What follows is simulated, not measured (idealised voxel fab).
voxel capacitor over wiring: a process module
Xsec cut, 300 nm wide, square cell size 5 nm.
This document writes a cross-section as a grid whose cells are square, and gives it as bands, listed from the top down; one or more rows of cells form a band. A band entry consists of two parts. The first gives the height of the band's top and the height of its bottom, in nm. The rest lists the band's materials from left to right, each with its width in nm. A single material labelled with the word "all across" fills the band from edge to edge, and the word "air" marks empty space. Beneath 0, the wafer as received is one material, and that level is where height counting begins. The lowest band goes on downward without a bottom; it is written like "0 -> down". So if you see something like "30->40" for the width, read it as the top row of the band sitting at the first number and the bottom row at the second, with every row in between moving by the same amount as the last. "remained unchanged" (step): cross-section cells unchanged, all of them. "Closed empty spaces": empty spaces of 8 cells or more with no open way to the top, each given as width x height at distance, distance from the left edge, all in nm. On each step's line, the part that comes after the settings is the simulator's own comment on the step. For masked steps, "overlay nm" on the step line gives how far right of plan the mask actually lay; a minus sign means it lay to the left.

Below is the list of planned process steps
step 1: RECEIVE, material Si
step 2: CONFORMAL_DEP, material SiO2, thk nm 10
step 3: CONFORMAL_DEP, material SiCN, thk nm 5
step 4: DIRECTIONAL_DEP, material lowk, thk nm 25
step 5: MASKED_ETCH, tone open, mask id METAL_1, width nm 30, pitch nm 100, etch materials lowk, depth nm 25, overlay nm 0
step 6: MASKED_ETCH, tone open, mask id METAL_1, width nm 30, pitch nm 100, etch materials SiCN, depth nm 5, overlay nm 0
step 7: CONFORMAL_DEP, material TiN, thk nm 5
step 8: FILL_DEP, material Cu, thk nm 5
step 9: CMP, height nm 40
step 10: EPI, material Ru, thk nm 5
step 11: FILL_DEP, material SiCN, thk nm 5
step 12: DIRECTIONAL_DEP, material lowk, thk nm 10
step 13: DIRECTIONAL_DEP, material aC, thk nm 15
step 14: PATTERN, tone open, mask id PLUG_1, material resist, width nm 15, thk nm 35, overlay nm 0
step 15: DIRECTIONAL_ETCH, etch materials aC, depth nm 15
step 16: STRIP, etch materials resist
step 17: DIRECTIONAL_ETCH, etch materials lowk, depth nm 10
step 18: DIRECTIONAL_ETCH, etch materials SiCN, depth nm 5
step 19: STRIP, etch materials aC
step 20: EPI, material Ru, thk nm 10
step 21: EPI, material Ru, thk nm 5
step 22: DIRECTIONAL_DEP, material TiN, thk nm 5
step 23: DIRECTIONAL_DEP, material SiN, thk nm 5
step 24: DIRECTIONAL_DEP, material TiN, thk nm 5
step 25: DIRECTIONAL_DEP, material aC, thk nm 15
step 26: PATTERN, tone cover, mask id UPPER_PLATE, material resist, width nm 75, thk nm 30, overlay nm 0
step 27: DIRECTIONAL_ETCH, etch materials aC, depth nm 15
step 28: STRIP, etch materials resist
step 29: DIRECTIONAL_ETCH, etch materials TiN, depth nm 5
step 30: DIRECTIONAL_ETCH, etch materials SiN, depth nm 5
step 31: STRIP, etch materials aC
step 32: DIRECTIONAL_DEP, material aC, thk nm 15
step 33: PATTERN, tone cover, mask id LOWER_PLATE, material resist, width nm 85, thk nm 35, overlay nm 0
step 34: DIRECTIONAL_ETCH, etch materials aC, depth nm 15
step 35: STRIP, etch materials resist
step 36: DIRECTIONAL_ETCH, etch materials TiN, depth nm 5
step 37: STRIP, etch materials aC
step 38: FILL_DEP, material SiO2, thk nm 15
step 39: CMP, height nm 85
step 40: DIRECTIONAL_DEP, material aC, thk nm 15
step 41: PATTERN, tone open, mask id PLUG_2, material resist, width nm 15, thk nm 35, overlay nm 0
step 42: DIRECTIONAL_ETCH, etch materials aC, depth nm 15
step 43: STRIP, etch materials resist
step 44: DIRECTIONAL_ETCH, etch materials SiO2, depth nm 10
step 45: STRIP, etch materials aC
step 46: CONFORMAL_DEP, material TiN, thk nm 5
step 47: FILL_DEP, material Cu, thk nm 10
step 48: CMP, height nm 85
step 49: CONFORMAL_DEP, material SiCN, thk nm 5

The first wafer of two, processed as planned

Wafer cross-section on receipt, i.e. after step 1
* 0 -> down: Si all across
* Closed empty spaces: none

Cross-section: wafer state after step 2
* 10 -> 0: SiO2 all across
* Nothing below the height 0 has changed.

Cross-section: wafer state after step 3
* 15 -> 10: SiCN all across
* Nothing below the height 10 has changed.

Cross-section: wafer state after step 4
* 40 -> 15: lowk all across
* Nothing below the height 15 has changed.

Cross-section: wafer state after step 5
* 40 -> 15: lowk 85 nm | air 30 nm | lowk 70 nm | air 30 nm | lowk 85 nm
* Nothing below the height 15 has changed.

Cross-section: wafer state after step 6
* 40 -> 15: lowk 85 nm | air 30 nm | lowk 70 nm | air 30 nm | lowk 85 nm
* 15 -> 10: SiCN 85 nm | air 30 nm | SiCN 70 nm | air 30 nm | SiCN 85 nm
* Nothing below the height 10 has changed.

Cross-section: wafer state after step 7
* 45 -> 40: TiN 90 nm | air 20 nm | TiN 80 nm | air 20 nm | TiN 90 nm
* 40 -> 15: lowk 85 nm | TiN 5 nm | air 20 nm | TiN 5 nm | lowk 70 nm | TiN 5 nm | air 20 nm | TiN 5 nm | lowk 85 nm
* 15 -> 10: SiCN 85 nm | TiN 30 nm | SiCN 70 nm | TiN 30 nm | SiCN 85 nm
* Nothing below the height 10 has changed.

Cross-section: wafer state after step 8
* 50 -> 45: Cu all across
* 45 -> 40: TiN 90 nm | Cu 20 nm | TiN 80 nm | Cu 20 nm | TiN 90 nm
* 40 -> 15: lowk 85 nm | TiN 5 nm | Cu 20 nm | TiN 5 nm | lowk 70 nm | TiN 5 nm | Cu 20 nm | TiN 5 nm | lowk 85 nm
* Nothing below the height 15 has changed.

Cross-section: wafer state after step 9
* 40 -> 15: lowk 85 nm | TiN 5 nm | Cu 20 nm | TiN 5 nm | lowk 70 nm | TiN 5 nm | Cu 20 nm | TiN 5 nm | lowk 85 nm
* Nothing below the height 15 has changed.

Cross-section: wafer state after step 10
* 45 -> 40: air 80 nm | Ru 40 nm | air 60 nm | Ru 40 nm | air 80 nm
* Nothing below the height 40 has changed.

Cross-section: wafer state after step 11
* 50 -> 45: SiCN all across
* 45 -> 40: SiCN 80 nm | Ru 40 nm | SiCN 60 nm | Ru 40 nm | SiCN 80 nm
* Nothing below the height 40 has changed.

Cross-section: wafer state after step 12
* 60 -> 50: lowk all across
* Nothing below the height 50 has changed.

Cross-section: wafer state after step 13
* 75 -> 60: aC all across
* Nothing below the height 60 has changed.

Cross-section: wafer state after step 14
* 110 -> 75: resist 100 nm | air 15 nm | resist 185 nm
* Nothing below the height 75 has changed.

Cross-section: wafer state after step 15
* 95 -> 75: resist 100 nm | air 15 nm | resist 185 nm
* 75 -> 60: aC 100 nm | air 15 nm | aC 185 nm
* Nothing below the height 60 has changed.

Cross-section: wafer state after step 16
* 75 -> 60: aC 100 nm | air 15 nm | aC 185 nm
* Nothing below the height 60 has changed.

Cross-section: wafer state after step 17
* 75 -> 60: aC 100 nm | air 15 nm | aC 185 nm
* 60 -> 50: lowk 100 nm | air 15 nm | lowk 185 nm
* Nothing below the height 50 has changed.

Cross-section: wafer state after step 18
* 75 -> 60: aC 100 nm | air 15 nm | aC 185 nm
* 60 -> 50: lowk 100 nm | air 15 nm | lowk 185 nm
* 50 -> 45: SiCN 100 nm | air 15 nm | SiCN 185 nm
* Nothing below the height 45 has changed.

Cross-section: wafer state after step 19
* 60 -> 50: lowk 100 nm | air 15 nm | lowk 185 nm
* Nothing below the height 50 has changed.

Cross-section: wafer state after step 20
* 60 -> 55: lowk 100 nm | air 15 nm | lowk 185 nm
* 55 -> 50: lowk 100 nm | Ru 15 nm | lowk 185 nm
* 50 -> 45: SiCN 100 nm | Ru 15 nm | SiCN 185 nm
* Nothing below the height 45 has changed.

Cross-section: wafer state after step 21
* 60 -> 50: lowk 100 nm | Ru 15 nm | lowk 185 nm
* Nothing below the height 50 has changed.

Cross-section: wafer state after step 22
* 65 -> 60: TiN all across
* Nothing below the height 60 has changed.

Cross-section: wafer state after step 23
* 70 -> 65: SiN all across
* Nothing below the height 65 has changed.

Cross-section: wafer state after step 24
* 75 -> 70: TiN all across
* Nothing below the height 70 has changed.

Cross-section: wafer state after step 25
* 90 -> 75: aC all across
* Nothing below the height 75 has changed.

Cross-section: wafer state after step 26
* 120 -> 90: air 100 nm | resist 75 nm | air 125 nm
* Nothing below the height 90 has changed.

Cross-section: wafer state after step 27
* 105 -> 90: air 100 nm | resist 75 nm | air 125 nm
* 90 -> 75: air 100 nm | aC 75 nm | air 125 nm
* Nothing below the height 75 has changed.

Cross-section: wafer state after step 28
* 90 -> 75: air 100 nm | aC 75 nm | air 125 nm
* Nothing below the height 75 has changed.

Cross-section: wafer state after step 29
* 90 -> 75: air 100 nm | aC 75 nm | air 125 nm
* 75 -> 70: air 100 nm | TiN 75 nm | air 125 nm
* Nothing below the height 70 has changed.

Cross-section: wafer state after step 30
* 90 -> 75: air 100 nm | aC 75 nm | air 125 nm
* 75 -> 70: air 100 nm | TiN 75 nm | air 125 nm
* 70 -> 65: air 100 nm | SiN 75 nm | air 125 nm
* Nothing below the height 65 has changed.

Cross-section: wafer state after step 31
* 75 -> 70: air 100 nm | TiN 75 nm | air 125 nm
* Nothing below the height 70 has changed.

Cross-section: wafer state after step 32
* 90 -> 80: air 100 nm | aC 75 nm | air 125 nm
* 80 -> 75: aC all across
* 75 -> 70: aC 100 nm | TiN 75 nm | aC 125 nm
* 70 -> 65: aC 100 nm | SiN 75 nm | aC 125 nm
* Nothing below the height 65 has changed.

Cross-section: wafer state after step 33
* 125 -> 90: air 95 nm | resist 85 nm | air 120 nm
* 90 -> 80: air 95 nm | resist 5 nm | aC 75 nm | resist 5 nm | air 120 nm
* Nothing below the height 80 has changed.

Cross-section: wafer state after step 34
* 110 -> 90: air 95 nm | resist 85 nm | air 120 nm
* 90 -> 80: air 95 nm | resist 5 nm | aC 75 nm | resist 5 nm | air 120 nm
* 80 -> 75: air 95 nm | aC 85 nm | air 120 nm
* 75 -> 70: air 95 nm | aC 5 nm | TiN 75 nm | aC 5 nm | air 120 nm
* 70 -> 65: air 95 nm | aC 5 nm | SiN 75 nm | aC 5 nm | air 120 nm
* Nothing below the height 65 has changed.

Cross-section: wafer state after step 35
* 90 -> 80: air 100 nm | aC 75 nm | air 125 nm
* Nothing below the height 80 has changed.

Cross-section: wafer state after step 36
* 90 -> 80: air 100 nm | aC 75 nm | air 125 nm
* 80 -> 75: air 95 nm | aC 85 nm | air 120 nm
* 75 -> 70: air 95 nm | aC 5 nm | TiN 75 nm | aC 5 nm | air 120 nm
* 70 -> 65: air 95 nm | aC 5 nm | SiN 75 nm | aC 5 nm | air 120 nm
* 65 -> 60: air 95 nm | TiN 85 nm | air 120 nm
* Nothing below the height 60 has changed.

Cross-section: wafer state after step 37
* 75 -> 70: air 100 nm | TiN 75 nm | air 125 nm
* 70 -> 65: air 100 nm | SiN 75 nm | air 125 nm
* Nothing below the height 65 has changed.

Cross-section: wafer state after step 38
* 90 -> 75: SiO2 all across
* 75 -> 70: SiO2 100 nm | TiN 75 nm | SiO2 125 nm
* 70 -> 65: SiO2 100 nm | SiN 75 nm | SiO2 125 nm
* 65 -> 60: SiO2 95 nm | TiN 85 nm | SiO2 120 nm
* Nothing below the height 60 has changed.

Cross-section: wafer state after step 39
* 85 -> 75: SiO2 all across
* Nothing below the height 75 has changed.

Cross-section: wafer state after step 40
* 100 -> 85: aC all across
* Nothing below the height 85 has changed.

Cross-section: wafer state after step 41
* 135 -> 100: resist 110 nm | air 15 nm | resist 175 nm
* Nothing below the height 100 has changed.

Cross-section: wafer state after step 42
* 120 -> 100: resist 110 nm | air 15 nm | resist 175 nm
* 100 -> 85: aC 110 nm | air 15 nm | aC 175 nm
* Nothing below the height 85 has changed.

Cross-section: wafer state after step 43
* 100 -> 85: aC 110 nm | air 15 nm | aC 175 nm
* Nothing below the height 85 has changed.

Cross-section: wafer state after step 44
* 100 -> 85: aC 110 nm | air 15 nm | aC 175 nm
* 85 -> 75: SiO2 110 nm | air 15 nm | SiO2 175 nm
* Nothing below the height 75 has changed.

Cross-section: wafer state after step 45
* 85 -> 75: SiO2 110 nm | air 15 nm | SiO2 175 nm
* Nothing below the height 75 has changed.

Cross-section: wafer state after step 46
* 90 -> 85: TiN 115 nm | air 5 nm | TiN 180 nm
* 85 -> 80: SiO2 110 nm | TiN 5 nm | air 5 nm | TiN 5 nm | SiO2 175 nm
* 80 -> 70: SiO2 110->100 nm | TiN 15->75 nm | SiO2 175->125 nm
* Nothing below the height 70 has changed.

Cross-section: wafer state after step 47
* 100 -> 90: Cu all across
* 90 -> 85: TiN 115 nm | Cu 5 nm | TiN 180 nm
* 85 -> 80: SiO2 110 nm | TiN 5 nm | Cu 5 nm | TiN 5 nm | SiO2 175 nm
* Nothing below the height 80 has changed.

Cross-section: wafer state after step 48
* 85 -> 80: SiO2 110 nm | TiN 5 nm | Cu 5 nm | TiN 5 nm | SiO2 175 nm
* Nothing below the height 80 has changed.

Cross-section: wafer state after step 49
* 90 -> 85: SiCN all across
* Nothing below the height 85 has changed.

Second of two: same start, same plan, one run error; steps up to and including 22 match the first

Cross-section, second wafer, at the end time the plan gives for step 23
* 80 -> 65: SiN all across
* Nothing below the height 65 has changed.

Cross-section, second wafer, at the end time the plan gives for step 24
* 85 -> 80: TiN all across
* Nothing below the height 80 has changed.

Cross-section, second wafer, at the end time the plan gives for step 25
* 100 -> 85: aC all across
* Nothing below the height 85 has changed.

Cross-section, second wafer, at the end time the plan gives for step 26
* 130 -> 100: air 100 nm | resist 75 nm | air 125 nm
* Nothing below the height 100 has changed.

Cross-section, second wafer, at the end time the plan gives for step 27
* 115 -> 100: air 100 nm | resist 75 nm | air 125 nm
* 100 -> 85: air 100 nm | aC 75 nm | air 125 nm
* Nothing below the height 85 has changed.

Cross-section, second wafer, at the end time the plan gives for step 28
* 100 -> 85: air 100 nm | aC 75 nm | air 125 nm
* Nothing below the height 85 has changed.

Cross-section, second wafer, at the end time the plan gives for step 29
* 100 -> 85: air 100 nm | aC 75 nm | air 125 nm
* 85 -> 80: air 100 nm | TiN 75 nm | air 125 nm
* Nothing below the height 80 has changed.

Cross-section, second wafer, at the end time the plan gives for step 30
* 100 -> 85: air 100 nm | aC 75 nm | air 125 nm
* 85 -> 80: air 100 nm | TiN 75 nm | air 125 nm
* 80 -> 75: air 100 nm | SiN 75 nm | air 125 nm
* Nothing below the height 75 has changed.

Cross-section, second wafer, at the end time the plan gives for step 31
* 85 -> 80: air 100 nm | TiN 75 nm | air 125 nm
* Nothing below the height 80 has changed.

Cross-section, second wafer, at the end time the plan gives for step 32
* 100 -> 90: air 100 nm | aC 75 nm | air 125 nm
* 90 -> 85: aC all across
* 85 -> 80: aC 100 nm | TiN 75 nm | aC 125 nm
* 80 -> 75: aC 100 nm | SiN 75 nm | aC 125 nm
* Nothing below the height 75 has changed.

Cross-section, second wafer, at the end time the plan gives for step 33
* 135 -> 100: air 95 nm | resist 85 nm | air 120 nm
* 100 -> 90: air 95 nm | resist 5 nm | aC 75 nm | resist 5 nm | air 120 nm
* Nothing below the height 90 has changed.

Cross-section, second wafer, at the end time the plan gives for step 34
* 120 -> 100: air 95 nm | resist 85 nm | air 120 nm
* 100 -> 90: air 95 nm | resist 5 nm | aC 75 nm | resist 5 nm | air 120 nm
* 90 -> 85: air 95 nm | aC 85 nm | air 120 nm
* 85 -> 80: air 95 nm | aC 5 nm | TiN 75 nm | aC 5 nm | air 120 nm
* 80 -> 75: air 95 nm | aC 5 nm | SiN 75 nm | aC 5 nm | air 120 nm
* Nothing below the height 75 has changed.

Cross-section, second wafer, at the end time the plan gives for step 35
* 100 -> 90: air 100 nm | aC 75 nm | air 125 nm
* Nothing below the height 90 has changed.

Cross-section, second wafer, at the end time the plan gives for step 36: remained unchanged

Cross-section, second wafer, at the end time the plan gives for step 37
* 85 -> 80: air 100 nm | TiN 75 nm | air 125 nm
* 80 -> 75: air 100 nm | SiN 75 nm | air 125 nm
* Nothing below the height 75 has changed.

Cross-section, second wafer, at the end time the plan gives for step 38
* 100 -> 85: SiO2 all across
* 85 -> 80: SiO2 100 nm | TiN 75 nm | SiO2 125 nm
* 80 -> 75: SiO2 100 nm | SiN 75 nm | SiO2 125 nm
* Nothing below the height 75 has changed.

Cross-section, second wafer, at the end time the plan gives for step 39
* 85 -> 80: SiO2 100 nm | TiN 75 nm | SiO2 125 nm
* Nothing below the height 80 has changed.

Cross-section, second wafer, at the end time the plan gives for step 40
* 100 -> 85: aC all across
* Nothing below the height 85 has changed.

Cross-section, second wafer, at the end time the plan gives for step 41
* 135 -> 100: resist 110 nm | air 15 nm | resist 175 nm
* Nothing below the height 100 has changed.

Cross-section, second wafer, at the end time the plan gives for step 42
* 120 -> 100: resist 110 nm | air 15 nm | resist 175 nm
* 100 -> 85: aC 110 nm | air 15 nm | aC 175 nm
* Nothing below the height 85 has changed.

Cross-section, second wafer, at the end time the plan gives for step 43
* 100 -> 85: aC 110 nm | air 15 nm | aC 175 nm
* Nothing below the height 85 has changed.

Cross-section, second wafer, at the end time the plan gives for step 44: remained unchanged

Cross-section, second wafer, at the end time the plan gives for step 45
* 85 -> 80: SiO2 100 nm | TiN 75 nm | SiO2 125 nm
* Nothing below the height 80 has changed.

Cross-section, second wafer, at the end time the plan gives for step 46
* 90 -> 85: TiN all across
* Nothing below the height 85 has changed.

Cross-section, second wafer, at the end time the plan gives for step 47
* 100 -> 90: Cu all across
* Nothing below the height 90 has changed.

Cross-section, second wafer, at the end time the plan gives for step 48
* 85 -> 80: SiO2 100 nm | TiN 75 nm | SiO2 125 nm
* Nothing below the height 80 has changed.

Cross-section, second wafer, at the end time the plan gives for step 49
* 90 -> 85: SiCN all across
* Nothing below the height 85 has changed.
what went wrong: step 23 was not run as planned; what actually ran was DIRECTIONAL_DEP, material SiN, thk nm 15
Materials where the second wafer ends with more or fewer cells than the first: 1 fewer of Cu, 120 more of SiN, 157 fewer of SiO2, 38 more of TiN
